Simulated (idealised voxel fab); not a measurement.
Process module heading - voxel air gaps
In the cross-section labelled cut, the width is 210 nm and each square cell is 5 nm.
In this document a cross-section is written as a grid of square cells. It is given as a series of bands, listed from the top down, and a band is one or more rows of cells.
It is stipulated that each band's entry specify, in nanometres, the height of the top of the band and then that of its bottom, followed by the materials of the band in left-to-right sequence, each together with its width in nanometres. A single material marked by the word "edge to edge" is understood to fill the band from edge to edge; the word "air" is understood to denote empty space.
Zero point of the height axis is 0; under it, received wafer = one material. Lowest band: continues down indefinitely, "0 -> down".
Width: "30 to 40" (first number = top row, second number = bottom row, same change from row to row of cells).
"left unchanged" (step): cross-section cells unchanged, all of them.
"Encapsulated voids" - sealed voids, min. 8 cells, no opening to top; format: width x height at distance (distance from left edge; nm throughout).
Whatever follows a step's settings on its line is a remark the simulator itself makes about that step.
You can add "overlay nm" to a step's line. For a step with a mask, it describes how far the mask lay to the right of its planned position, and a negative number describes a lay to the left.

# Process steps foreseen in the plan
1 RECEIVE [material Si]
2 CONFORMAL_DEP [material SiO2] [thk nm 15]
3 CONFORMAL_DEP [material SiN] [thk nm 5]
4 DIRECTIONAL_DEP [material SiO2] [thk nm 40]
5 PATTERN [tone open] [mask id LINES] [material resist] [width nm 15] [pitch nm 45] [thk nm 20] [overlay nm 0]
6 DIRECTIONAL_ETCH [etch materials SiO2] [depth nm 40]
7 STRIP [etch materials resist]
8 CONFORMAL_DEP [material TiN] [thk nm 5]
9 FILL_DEP [material W] [thk nm 5]
10 CMP [height nm 60]
11 EPI [material Ru] [thk nm 10]
12 SELECTIVE_ETCH [etch materials SiO2] [depth nm 50]
13 CONFORMAL_DEP [material SiN] [thk nm 5]

# This is the cross-section of the wafer as we received it, i.e. after step 1
  0 -> down = Si edge to edge
  Encapsulated voids: none

# Cross-section: first of two wafers, module finished, run according to plan
  75 -> 70 = air 15  SiN 180  air 15
  70 -> 60 = air 15  SiN 5  Ru 35  SiN 10  Ru 35  SiN 10  Ru 35  SiN 10  Ru 35  SiN 5  air 15
  60 -> 55 = air 15  SiN 15  TiN 5  W 5  TiN 5  SiN 30  TiN 5  W 5  TiN 5  SiN 30  TiN 5  W 5  TiN 5  SiN 30  TiN 5  W 5  TiN 5  SiN 15  air 15
  55 -> 25 = air 25  SiN 5  TiN 5  W 5  TiN 5  SiN 5  air 20  SiN 5  TiN 5  W 5  TiN 5  SiN 5  air 20  SiN 5  TiN 5  W 5  TiN 5  SiN 5  air 20  SiN 5  TiN 5  W 5  TiN 5  SiN 5  air 25
  25 -> 20 = SiN 30  TiN 15  SiN 30  TiN 15  SiN 30  TiN 15  SiN 30  TiN 15  SiN 30
  20 -> 15 = SiN edge to edge
  15 -> 0 = SiO2 edge to edge
  0 -> down = Si edge to edge
  Encapsulated voids: 20 x 30 at 50; 20 x 30 at 95; 20 x 30 at 140

# Cross-section at end of module for the second wafer of two, which matched the first in starting point and plan and differed by one mistake in its processing
  85 -> 70 = air 5  SiN 200  air 5
  70 -> 60 = air 5  SiN 15  Ru 35  SiN 10  Ru 35  SiN 10  Ru 35  SiN 10  Ru 35  SiN 15  air 5
  60 -> 55 = air 5  SiN 25  TiN 5  W 5  TiN 5  SiN 30  TiN 5  W 5  TiN 5  SiN 30  TiN 5  W 5  TiN 5  SiN 30  TiN 5  W 5  TiN 5  SiN 25  air 5
  55 -> 45 = air 5  SiN 25  TiN 5  W 5  TiN 5  SiN 5  air 20  SiN 5  TiN 5  W 5  TiN 5  SiN 5  air 20  SiN 5  TiN 5  W 5  TiN 5  SiN 5  air 20  SiN 5  TiN 5  W 5  TiN 5  SiN 25  air 5
  45 -> 35 = air 15  SiN 15  TiN 5  W 5  TiN 5  SiN 5  air 20  SiN 5  TiN 5  W 5  TiN 5  SiN 5  air 20  SiN 5  TiN 5  W 5  TiN 5  SiN 5  air 20  SiN 5  TiN 5  W 5  TiN 5  SiN 15  air 15
  35 -> 25 = SiN 30  TiN 5  W 5  TiN 5  SiN 5  air 20  SiN 5  TiN 5  W 5  TiN 5  SiN 5  air 20  SiN 5  TiN 5  W 5  TiN 5  SiN 5  air 20  SiN 5  TiN 5  W 5  TiN 5  SiN 30
  25 -> 20 = SiN 30  TiN 15  SiN 30  TiN 15  SiN 30  TiN 15  SiN 30  TiN 15  SiN 30
  20 -> 15 = SiN edge to edge
  15 -> 0 = SiO2 edge to edge
  0 -> down = Si edge to edge
  Encapsulated voids: 20 x 30 at 50; 20 x 30 at 95; 20 x 30 at 140
Plan not followed: planned and actual differ for step 13; actual: CONFORMAL_DEP [material SiN] [thk nm 15]
Looking at both finished wafers in cells, the second ends up ahead of or behind the first on some materials: 140 more of SiN
